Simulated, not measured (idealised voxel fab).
A process module follows: voxel gate over fins.
245 nm wide, 5 nm square cells: that's cross-section cut.
In what follows, cross-sections appear as grids of square cells, described through bands that run from the top down, where every band is one or more rows of cells.
Basically the band line says how high the top is and how high the bottom is, in nm, and then what's in it from left to right, every material with its width in nm. Empty space shows up as "empty", and if a single material carries "throughout" it runs the full band edge to edge.
Heights from 0 (as-received wafer is one material below). Bottom band endless downward, as "0 down".
Width spec "30..40" -> top row of cells at first value, bottom row at second value, equal per-row change in between.
Key: "no change" - step with no changed cell in the cross-section.
Enclosed voids (no open way to top), threshold 8 cells or more, entry "Trapped voids", notation width x height at distance, distance from left edge, nm.
That trailing text on a step's line, after the settings, is the simulator's own remark on the step.
A step line may carry the setting "overlay nm", which, for steps involving a mask, states the distance by which the mask lay to the right of its intended position; negative values denote displacement to the left.
**The following list gives the planned process steps**
1,RECEIVE, material Si
2,CONFORMAL_DEP, material SiN, thk nm 5
3,PATTERN, tone cover, mask id FINS, material resist, width nm 15, pitch nm 35, thk nm 20, overlay nm 0
4,DIRECTIONAL_ETCH, etch materials SiN, depth nm 5
5,DIRECTIONAL_ETCH, etch materials Si, depth nm 30
6,STRIP, etch materials resist
7,FILL_DEP, material SiO2, thk nm 10
8,CMP, height nm 5
9,SELECTIVE_ETCH, etch materials SiO2, depth nm 20
10,STRIP, etch materials SiN
11,CONFORMAL_DEP, material HfO2, thk nm 5
12,CONFORMAL_DEP, material TiN, thk nm 5
13,CONFORMAL_DEP, material TiAl, thk nm 5
14,CONFORMAL_DEP, material TiN, thk nm 5
15,FILL_DEP, material W, thk nm 15
16,CMP, height nm 30
17,CONFORMAL_DEP, material SiCN, thk nm 5
**Delivered wafer in cross-section: state after step 1**
* 0 down: Si throughout
* Trapped voids: none
**Here's the cross-section of the first of our two wafers at the end of the module - it ran as planned**
* 35 to 30: SiCN throughout
* 30 to 20: W throughout
* 20 to 15: 75 nm W; 90 nm TiN; 80 nm W
* 15 to 10: 75 nm W; 5 nm TiN; 80 nm TiAl; 5 nm TiN; 80 nm W
* 10 to 5: 75 nm W; 5 nm TiN; 5 nm TiAl; 70 nm TiN; 5 nm TiAl; 5 nm TiN; 80 nm W
* 5 to 0: 80 nm TiN; 5 nm TiAl; 5 nm TiN; 25 nm HfO2; 10 nm TiN; 25 nm HfO2; 5 nm TiN; 5 nm TiAl; 85 nm TiN
* 0 to -5: 85 nm TiAl; 5 nm TiN; 5 nm HfO2; 15 nm Si; 5 nm HfO2; 10 nm TiN; 5 nm HfO2; 15 nm Si; 5 nm HfO2; 5 nm TiN; 90 nm TiAl
* -5 to -10: 90 nm TiN; 5 nm HfO2; 15 nm Si; 5 nm HfO2; 10 nm TiN; 5 nm HfO2; 15 nm Si; 5 nm HfO2; 95 nm TiN
* -10 to -15: 95 nm HfO2; 15 nm Si; 20 nm HfO2; 15 nm Si; 100 nm HfO2
* -15 to -30: 95 nm SiO2; 15 nm Si; 20 nm SiO2; 15 nm Si; 100 nm SiO2
* -30 down: Si throughout
* Trapped voids: none
**End-of-module cross-section of the second wafer: identical starting point and process plan to the first, with one processing mistake**
* 35 to 30: SiCN throughout
* 30 to 20: W throughout
* 20 to 15: 75 nm W; 90 nm TiN; 80 nm W
* 15 to 10: 75 nm W; 5 nm TiN; 80 nm W; 5 nm TiN; 80 nm W
* 10 to 5: 75 nm W; 5 nm TiN; 5 nm W; 70 nm TiN; 5 nm W; 5 nm TiN; 80 nm W
* 5 to 0: 80 nm TiN; 5 nm W; 5 nm TiN; 25 nm HfO2; 10 nm TiN; 25 nm HfO2; 5 nm TiN; 5 nm W; 85 nm TiN
* 0 to -5: 85 nm W; 5 nm TiN; 5 nm HfO2; 15 nm Si; 5 nm HfO2; 10 nm TiN; 5 nm HfO2; 15 nm Si; 5 nm HfO2; 5 nm TiN; 90 nm W
* -5 to -10: 90 nm TiN; 5 nm HfO2; 15 nm Si; 5 nm HfO2; 10 nm TiN; 5 nm HfO2; 15 nm Si; 5 nm HfO2; 95 nm TiN
* -10 to -15: 95 nm HfO2; 15 nm Si; 20 nm HfO2; 15 nm Si; 100 nm HfO2
* -15 to -30: 95 nm SiO2; 15 nm Si; 20 nm SiO2; 15 nm Si; 100 nm SiO2
* -30 down: Si throughout
* Trapped voids: none
Heads up, the wafer didn't run the way we planned it: step 13 ran with different settings than intended, the actual operation and settings being CONFORMAL_DEP, material W, thk nm 5
Materials where the second wafer ends with more or fewer cells than the first: -55 TiAl | +55 W
